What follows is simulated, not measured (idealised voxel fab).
This is a process module. Its name is voxel released beams.
The cross-section shown here is cut; it is 295 nm wide and divided into square cells measuring 5 nm on a side.
Think of the cross-section as a grid of square cells. We describe it in bands, top to bottom, and each band covers one or more rows of those cells.
For a band, the entry starts with two heights in nm, that of the top and then that of the bottom, and carries on with the band's materials in order from left to right, each alongside its width in nm; the word "edge to edge" beside a single material means it fills the band edge to edge, and "blank" means empty space.
Heights from 0 (as-received wafer is one material below). Bottom band endless downward, as "0 -> down".
Graded width ("30..40"): value in top row of band = first number; value in bottom row = second number; row-to-row change constant.
Where a step carries "no change occurred", the cross-section came out of it unchanged, cell for cell.
"Voids lacking openings": empty spaces of 8 cells or more with no open way to the top, each given as width x height at distance, distance from the left edge, all in nm.
Heads up: the bit after the settings on a step's line is the simulator's remark on that step.
Steps that use a mask can have "overlay nm" on their line. It says how far the mask sat to the right of where it was meant to be. Negative means to the left.
The following list gives the planned process steps:
1,RECEIVE,material Si
2,CONFORMAL_DEP,material Al2O3,thk nm 10
3,DIRECTIONAL_DEP,material SiO2,thk nm 15
4,PATTERN,tone open,mask id ANCHOR,material resist,width nm 35,thk nm 20,overlay nm 0
5,DIRECTIONAL_ETCH,etch materials SiO2,depth nm 15
6,STRIP,etch materials resist
7,CONFORMAL_DEP,material SiN,thk nm 15
8,DIRECTIONAL_DEP,material aC,thk nm 15
9,PATTERN,tone cover,mask id BEAM,material resist,width nm 115,thk nm 30,overlay nm 0
10,DIRECTIONAL_ETCH,etch materials aC,depth nm 15
11,STRIP,etch materials resist
12,DIRECTIONAL_ETCH,etch materials SiN,depth nm 15
13,STRIP,etch materials aC
14,STRIP,etch materials SiO2
As received (post step 1): cross-section:
	0 -> down: Si edge to edge
	Voids lacking openings: none
End-of-module XS, first of two wafers, run as planned:
	40 -> 25: 85 of blank, then 20 of SiN, then 5 of blank, then 90 of SiN, then 95 of blank
	25 -> 10: 90 of blank, then 35 of SiN, then 170 of blank
	10 -> 0: Al2O3 edge to edge
	0 -> down: Si edge to edge
	Voids lacking openings: none
Second wafer cross-section at end of module - shared start and plan with the first, one mistake in the run:
	40 -> 25: 85 of blank, then 55 of SiN, then 155 of blank
	25 -> 10: 75 of blank, then 15 of SiN, then 35 of SiO2, then 75 of SiN, then 95 of blank
	10 -> 0: Al2O3 edge to edge
	0 -> down: Si edge to edge
	Voids lacking openings: none
Against the plan, the run slipped here: the process deviated at step 4: the operation and settings actually run there were PATTERN,tone cover,mask id ANCHOR,material resist,width nm 35,thk nm 20,overlay nm 0
Heads up, by the end the second wafer has more or fewer cells of some materials compared to the first: +21 SiO2
